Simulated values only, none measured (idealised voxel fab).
Process module heading - voxel capacitor over wiring
Each square cell in cross-section cut measures 5 nm, and the section as a whole is 275 nm wide.
Notation: cross-section as square-cell grid; stated in bands, top first, going down; one or more cell rows per band.
Top, bottom (nm), then materials left to right with widths (nm); lone material tagged "edge to edge" fills the whole band edge to edge; "air" = empty space.
Where do heights start? At 0: under that level the wafer as delivered is made of one material only. And the lowest band has no floor; it just carries on downward, as in "0 and below".
The width entry "30..40" should be interpreted row by row: the top row of cells in the band takes the first number, the bottom row takes the second number, and the change between adjacent rows is uniform throughout.
"no modification" means the step left every cell of the cross-section as it was.
Voids not open to the top, 8 cells minimum: see "Closed cavities". Written width x height at distance; distance is from the left edge; nm.
Anything after a step's settings on that line? It's the simulator's own note about the step.
A step's line can hold "overlay nm"; with a mask on that step, the setting says how far right of the planned place the mask lay, while a negative setting says it lay to the left.
THIS SECTION LISTS THE PROCESS STEPS THAT WERE PLANNED
1. op RECEIVE | material Si
2. op CONFORMAL_DEP | material SiO2 | thk nm 10
3. op DIRECTIONAL_DEP | material TiN | thk nm 5
4. op DIRECTIONAL_DEP | material W | thk nm 20
5. op PATTERN | tone cover | mask id METAL_1 | material resist | width nm 30 | pitch nm 95 | thk nm 15 | overlay nm 0
6. op DIRECTIONAL_ETCH | etch materials W | depth nm 20
7. op DIRECTIONAL_ETCH | etch materials TiN | depth nm 5
8. op STRIP | etch materials resist
9. op FILL_DEP | material lowk | thk nm 10
10. op CMP | height nm 35
11. op CONFORMAL_DEP | material SiCN | thk nm 5
12. op DIRECTIONAL_DEP | material lowk | thk nm 10
13. op DIRECTIONAL_DEP | material aC | thk nm 15
14. op PATTERN | tone open | mask id PLUG_1 | material resist | width nm 15 | thk nm 35 | overlay nm 0
15. op DIRECTIONAL_ETCH | etch materials aC | depth nm 15
16. op STRIP | etch materials resist
17. op DIRECTIONAL_ETCH | etch materials lowk | depth nm 10
18. op DIRECTIONAL_ETCH | etch materials SiCN | depth nm 5
19. op STRIP | etch materials aC
20. op EPI | material Ru | thk nm 10
21. op EPI | material Ru | thk nm 5
22. op DIRECTIONAL_DEP | material TiN | thk nm 10
23. op DIRECTIONAL_DEP | material SiN | thk nm 5
24. op DIRECTIONAL_DEP | material TiN | thk nm 5
25. op MASKED_ETCH | tone cover | mask id UPPER_PLATE | width nm 70 | etch materials TiN | depth nm 5 | overlay nm 0
26. op MASKED_ETCH | tone cover | mask id UPPER_PLATE | width nm 70 | etch materials SiN | depth nm 5 | overlay nm 0
27. op MASKED_ETCH | tone cover | mask id LOWER_PLATE | width nm 80 | etch materials TiN | depth nm 10 | overlay nm 0
28. op FILL_DEP | material SiO2 | thk nm 15
29. op CMP | height nm 80
30. op DIRECTIONAL_DEP | material aC | thk nm 10
31. op PATTERN | tone open | mask id PLUG_2 | material resist | width nm 15 | thk nm 25 | overlay nm -15
32. op DIRECTIONAL_ETCH | etch materials aC | depth nm 10
33. op STRIP | etch materials resist
34. op DIRECTIONAL_ETCH | etch materials SiO2 | depth nm 10
35. op STRIP | etch materials aC
36. op CONFORMAL_DEP | material TiN | thk nm 5
37. op FILL_DEP | material Cu | thk nm 10
38. op CMP | height nm 80
39. op CONFORMAL_DEP | material SiCN | thk nm 5
For clarity, it should be stated that the wafers under discussion commence in an identical condition and differ with respect to the overlay nm of step 31, the plan indicating the value that the first wafer had.
THE FIRST OF SEVERAL WAFERS IN CROSS-SECTION, EXACTLY AS IT REACHED US AFTER STEP 1
	0 and below: Si edge to edge
	Closed cavities: none
QUICK KEY FOR THE TABLE: A ROW PER WAFER, TAKEN AT THE END OF THE MODULE. FOR EACH MATERIAL IT TELLS YOU HOW MANY CELLS THE WAFER GAINED (+) OR LOST (-) SINCE IT CAME IN, AND THE CLOSED VOIDS COME AFTER
overlay nm -15, +1 Cu, +9 Ru, +107 SiCN, +14 SiN, +374 SiO2, +63 TiN, +48 W, +319 lowk, Closed cavities: none
overlay nm -10, +1 Cu, +9 Ru, +107 SiCN, +14 SiN, +374 SiO2, +63 TiN, +48 W, +319 lowk, Closed cavities: none
overlay nm -5, +1 Cu, +9 Ru, +107 SiCN, +14 SiN, +374 SiO2, +63 TiN, +48 W, +319 lowk, Closed cavities: none
overlay nm 0, +1 Cu, +9 Ru, +107 SiCN, +14 SiN, +374 SiO2, +63 TiN, +48 W, +319 lowk, Closed cavities: none
overlay nm 5, +1 Cu, +9 Ru, +107 SiCN, +14 SiN, +374 SiO2, +63 TiN, +48 W, +319 lowk, Closed cavities: none
overlay nm 10, +1 Cu, +9 Ru, +107 SiCN, +14 SiN, +374 SiO2, +63 TiN, +48 W, +319 lowk, Closed cavities: none
overlay nm 15, +1 Cu, +9 Ru, +107 SiCN, +14 SiN, +374 SiO2, +63 TiN, +48 W, +319 lowk, Closed cavities: none
